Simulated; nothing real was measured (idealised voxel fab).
Process module name: voxel transistor to metal
Displayed cross-section: cut, width of 165 nm, square cells sized 5 nm.
A cross-section is a grid of square cells, given in bands from the top down. A band is one or more rows of cells. A band entry consists of two parts. The first gives the height of the band's top and the height of its bottom, in nm. The rest lists the band's materials from left to right, each with its width in nm. A single material labelled with the word "edge to edge" fills the band from edge to edge, and the word "empty" marks empty space. Heights are reckoned from 0. Under this level, the received wafer is all of one material. The bottommost band is open-ended downward, for example "z 0 and below". With a width like "30 to 40", each row of cells in the band differs from the next by the same amount, the top row carrying the first number and the bottom row the second. Any step labelled "no change occurred" changed none of the cells in the cross-section. Under "Tabulated closed voids" you'll find the enclosed gaps, the ones with no way out to the top, that are 8 cells or bigger; each reads width x height at distance, with distance counted from the left edge, everything in nm. after a step's settings: what the simulator itself notes on the step. For masked steps, "overlay nm" on the step line gives how far right of plan the mask actually lay; a minus sign means it lay to the left.

The process steps that were planned are listed below
1 RECEIVE with material Si
2 OXIDIZE with depth nm 5
3 CONFORMAL_DEP with material SiN, thk nm 15
4 DIRECTIONAL_DEP with material aC, thk nm 10
5 PATTERN with tone cover, mask id ACTIVE, material resist, width nm 115, thk nm 30, overlay nm 0
6 DIRECTIONAL_ETCH with etch materials aC, depth nm 10
7 STRIP with etch materials resist
8 DIRECTIONAL_ETCH with etch materials SiN, depth nm 15
9 DIRECTIONAL_ETCH with etch materials SiO2, depth nm 5
10 DIRECTIONAL_ETCH with etch materials Si, depth nm 20
11 STRIP with etch materials aC
12 OXIDIZE with depth nm 5
13 FILL_DEP with material SiO2, thk nm 15
14 CMP with height nm 15
15 SELECTIVE_ETCH with etch materials SiO2, depth nm 10
16 STRIP with etch materials SiN
17 SELECTIVE_ETCH with etch materials SiO2, depth nm 5
18 OXIDIZE with depth nm 5
19 DIRECTIONAL_DEP with material polySi, thk nm 20
20 DIRECTIONAL_DEP with material SiCN, thk nm 15
21 MASKED_ETCH with tone cover, mask id GATE, width nm 25, etch materials SiCN, depth nm 25, overlay nm 0
22 MASKED_ETCH with tone cover, mask id GATE, width nm 25, etch materials polySi, depth nm 30, overlay nm 0
23 CONFORMAL_DEP with material SiO2, thk nm 5
24 DIRECTIONAL_ETCH with etch materials SiO2, depth nm 5
25 CONFORMAL_DEP with material SiN, thk nm 5
26 DIRECTIONAL_ETCH with etch materials SiN, depth nm 5
27 DIRECTIONAL_ETCH with etch materials SiO2, depth nm 5
28 DIRECTIONAL_ETCH with etch materials Si, depth nm 5
29 EPI with material SiGe, thk nm 10
30 FILL_DEP with material SiO2, thk nm 5
31 CMP with height nm 15
32 STRIP with etch materials polySi
33 SELECTIVE_ETCH with etch materials SiO2, depth nm 5
34 CONFORMAL_DEP with material HfO2, thk nm 5
35 CONFORMAL_DEP with material TiN, thk nm 5
36 FILL_DEP with material W, thk nm 5
37 CMP with height nm 10
38 DIRECTIONAL_DEP with material SiO2, thk nm 15
39 PATTERN with tone open, mask id CONTACT, material resist, width nm 15, pitch nm 80, thk nm 15, overlay nm 0
40 DIRECTIONAL_ETCH with etch materials SiO2, depth nm 30
41 STRIP with etch materials resist
42 CONFORMAL_DEP with material TiN, thk nm 5
43 FILL_DEP with material Ru, thk nm 5
44 CMP with height nm 25
45 DIRECTIONAL_DEP with material TiN, thk nm 5
46 DIRECTIONAL_DEP with material Ru, thk nm 15
47 MASKED_ETCH with tone cover, mask id METAL_1, width nm 15, pitch nm 80, etch materials Ru, depth nm 15, overlay nm 0
48 MASKED_ETCH with tone cover, mask id METAL_1, width nm 15, pitch nm 80, etch materials TiN, depth nm 5, overlay nm 0
49 CONFORMAL_DEP with material SiN, thk nm 5
50 FILL_DEP with material SiO2, thk nm 5
51 CMP with height nm 45
52 CONFORMAL_DEP with material SiCN, thk nm 5
53 DIRECTIONAL_DEP with material SiO2, thk nm 35
54 PATTERN with tone open, mask id METAL_2, material resist, width nm 15, pitch nm 80, thk nm 20, overlay nm 0
55 DIRECTIONAL_ETCH with etch materials SiO2, depth nm 20
56 STRIP with etch materials resist
57 PATTERN with tone open, mask id METAL_2_HOLES, material resist, width nm 15, pitch nm 80, thk nm 15, overlay nm 0
58 DIRECTIONAL_ETCH with etch materials SiO2, depth nm 15
59 DIRECTIONAL_ETCH with etch materials SiCN, depth nm 5
60 STRIP with etch materials resist
61 CONFORMAL_DEP with material TiN, thk nm 5
62 FILL_DEP with material Cu, thk nm 5
63 CMP with height nm 85
64 CONFORMAL_DEP with material SiCN, thk nm 5

Cross-section: wafer on arrival = after step 1
- z 0 and below | Si edge to edge
- Tabulated closed voids: none

The module was run from the start shown above using the plan shown above, but one mistake was made doing it; the resulting wafer cross-section is below
- z 90 to 85 | SiCN edge to edge
- z 85 to 50 | SiO2: 35; TiN: 5; Cu: 5; TiN: 5; SiO2: 65; TiN: 5; Cu: 5; TiN: 5; SiO2: 35
- z 50 to 45 | SiCN: 35; TiN: 15; SiCN: 65; TiN: 15; SiCN: 35
- z 45 to 30 | SiO2: 30; SiN: 5; Ru: 15; SiN: 5; SiO2: 55; SiN: 5; Ru: 15; SiN: 5; SiO2: 30
- z 30 to 25 | SiN: 35; TiN: 15; SiN: 65; TiN: 15; SiN: 35
- z 25 to 10 | SiO2: 45; TiN: 5; Ru: 5; TiN: 5; SiO2: 65; TiN: 5; Ru: 5; TiN: 5; SiO2: 25
- z 10 to 5 | SiO2: 45; TiN: 5; Ru: 5; TiN: 5; SiN: 5; HfO2: 5; TiN: 5; W: 15; TiN: 5; HfO2: 5; SiN: 5; SiO2: 20; TiN: 5; Ru: 5; TiN: 5; SiO2: 25
- z 5 to 0 | SiO2: 45; TiN: 15; SiN: 5; HfO2: 5; TiN: 5; W: 15; TiN: 5; HfO2: 5; SiN: 5; SiO2: 20; TiN: 15; SiO2: 25
- z 0 to -5 | SiO2: 25; SiN: 5; SiO2: 15; TiN: 5; SiGe: 10; SiN: 5; HfO2: 5; TiN: 25; HfO2: 5; SiN: 5; SiGe: 10; SiO2: 10; TiN: 10; SiN: 5; SiO2: 25
- z -5 to -10 | SiO2: 30; SiGe: 30; SiO2: 5; HfO2: 35; SiO2: 5; SiGe: 30; SiO2: 30
- z -10 to -15 | SiO2: 30; SiGe: 30; Si: 45; SiGe: 30; SiO2: 30
- z -15 to -30 | SiO2: 30; Si: 105; SiO2: 30
- z -30 and below | Si edge to edge
- Tabulated closed voids: none
Heads up, the wafer didn't run the way we planned it: step 39 ran with different settings than intended, the actual operation and settings being PATTERN with tone open, mask id CONTACT, material resist, width nm 15, pitch nm 80, thk nm 15, overlay nm 10
